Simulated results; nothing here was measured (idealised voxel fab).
voxel tone inversion: a process module
We display cut, a cross-section 255 nm in width whose square cells are each 5 nm.
In what follows, cross-sections appear as grids of square cells, described through bands that run from the top down, where every band is one or more rows of cells. Top, bottom (nm), then materials left to right with widths (nm); lone material tagged "all across" fills the whole band edge to edge; "blank" = empty space. Beneath 0, the wafer as received is one material, and that level is where height counting begins. The lowest band goes on downward without a bottom; it is written like "0 -> down". The width entry "30 to 40" should be interpreted row by row: the top row of cells in the band takes the first number, the bottom row takes the second number, and the change between adjacent rows is uniform throughout. Where the words "no alterations made" appear for a step, the cross-section shows no cell changed by that step; every cell remained as before. "Closed void list" specifies each empty space that is not open to the top and that occupies no fewer than 8 cells, using the form width x height at distance, the distance measured from the left edge and all three quantities in nm. On a step's line, text after the settings is the simulator commenting on that step. What "overlay nm" on a step's line means: if the step has a mask, that mask lay this far to the right of its planned place, or, when the value is negative, to the left.

-- Process steps - plan
- 1: RECEIVE, material Si
- 2: CONFORMAL_DEP, material SiN, thk nm 5
- 3: DIRECTIONAL_DEP, material aC, thk nm 25
- 4: PATTERN, tone cover, mask id POSTS, material resist, width nm 15, pitch nm 35, thk nm 35, overlay nm 0
- 5: DIRECTIONAL_ETCH, etch materials aC, depth nm 25
- 6: STRIP, etch materials resist
- 7: FILL_DEP, material lowk, thk nm 10
- 8: CMP, height nm 30
- 9: STRIP, etch materials aC
- 10: CONFORMAL_DEP, material TiN, thk nm 5
- 11: FILL_DEP, material Cu, thk nm 10
- 12: CMP, height nm 30
- 13: CONFORMAL_DEP, material SiN, thk nm 5

-- The first wafer of two, processed as planned

-- as received, after step 1
* 0 -> down = Si all across
* Closed void list: none

-- State of the wafer after step 2, shown in cross-section
* 5 -> 0 = SiN all across
* Everything below 0 is unchanged.

-- State of the wafer after step 3, shown in cross-section
* 30 -> 5 = aC all across
* Everything below 5 is unchanged.

-- State of the wafer after step 4, shown in cross-section
* 65 -> 30 = blank 100; resist 15; blank 20; resist 15; blank 105
* Everything below 30 is unchanged.

-- State of the wafer after step 5, shown in cross-section
* 40 -> 30 = blank 100; resist 15; blank 20; resist 15; blank 105
* 30 -> 5 = blank 100; aC 15; blank 20; aC 15; blank 105
* Everything below 5 is unchanged.

-- State of the wafer after step 6, shown in cross-section
* 30 -> 5 = blank 100; aC 15; blank 20; aC 15; blank 105
* Everything below 5 is unchanged.

-- State of the wafer after step 7, shown in cross-section
* 40 -> 30 = lowk all across
* 30 -> 5 = lowk 100; aC 15; lowk 20; aC 15; lowk 105
* Everything below 5 is unchanged.

-- State of the wafer after step 8, shown in cross-section
* 30 -> 5 = lowk 100; aC 15; lowk 20; aC 15; lowk 105
* Everything below 5 is unchanged.

-- State of the wafer after step 9, shown in cross-section
* 30 -> 5 = lowk 100; blank 15; lowk 20; blank 15; lowk 105
* Everything below 5 is unchanged.

-- State of the wafer after step 10, shown in cross-section
* 35 -> 30 = TiN 105; blank 5; TiN 30; blank 5; TiN 110
* 30 -> 10 = lowk 100; TiN 5; blank 5; TiN 5; lowk 20; TiN 5; blank 5; TiN 5; lowk 105
* 10 -> 5 = lowk 100; TiN 15; lowk 20; TiN 15; lowk 105
* Everything below 5 is unchanged.

-- State of the wafer after step 11, shown in cross-section
* 45 -> 35 = Cu all across
* 35 -> 30 = TiN 105; Cu 5; TiN 30; Cu 5; TiN 110
* 30 -> 10 = lowk 100; TiN 5; Cu 5; TiN 5; lowk 20; TiN 5; Cu 5; TiN 5; lowk 105
* Everything below 10 is unchanged.

-- State of the wafer after step 12, shown in cross-section
* 30 -> 10 = lowk 100; TiN 5; Cu 5; TiN 5; lowk 20; TiN 5; Cu 5; TiN 5; lowk 105
* Everything below 10 is unchanged.

-- State of the wafer after step 13, shown in cross-section
* 35 -> 30 = SiN all across
* Everything below 30 is unchanged.

-- Now the other wafer: same start, same recipe, but we messed up one thing when running it. Up to and including step 1 it's the same as the first one

Second wafer, cross-section, planned end of step 2: no alterations made

-- Second wafer, cross-section, planned end of step 3
* 25 -> 0 = aC all across
* Everything below 0 is unchanged.

-- Second wafer, cross-section, planned end of step 4
* 60 -> 25 = blank 100; resist 15; blank 20; resist 15; blank 105
* Everything below 25 is unchanged.

-- Second wafer, cross-section, planned end of step 5
* 35 -> 25 = blank 100; resist 15; blank 20; resist 15; blank 105
* 25 -> 0 = blank 100; aC 15; blank 20; aC 15; blank 105
* Everything below 0 is unchanged.

-- Second wafer, cross-section, planned end of step 6
* 25 -> 0 = blank 100; aC 15; blank 20; aC 15; blank 105
* Everything below 0 is unchanged.

-- Second wafer, cross-section, planned end of step 7
* 35 -> 25 = lowk all across
* 25 -> 0 = lowk 100; aC 15; lowk 20; aC 15; lowk 105
* Everything below 0 is unchanged.

-- Second wafer, cross-section, planned end of step 8
* 30 -> 25 = lowk all across
* Everything below 25 is unchanged.

Second wafer, cross-section, planned end of step 9: no alterations made

-- Second wafer, cross-section, planned end of step 10
* 35 -> 30 = TiN all across
* Everything below 30 is unchanged.

-- Second wafer, cross-section, planned end of step 11
* 45 -> 35 = Cu all across
* Everything below 35 is unchanged.

-- Second wafer, cross-section, planned end of step 12
* 30 -> 25 = lowk all across
* Everything below 25 is unchanged.

-- Second wafer, cross-section, planned end of step 13
* 35 -> 30 = SiN all across
* Everything below 30 is unchanged.
In executing the process, a mistake was made relative to the plan: step 2 of the plan did not run at all; it was left out
Bottom line after processing is that, in cells, the second wafer is up or down on some materials versus the first: -8 Cu | -51 SiN | -22 TiN | +30 aC | +51 lowk
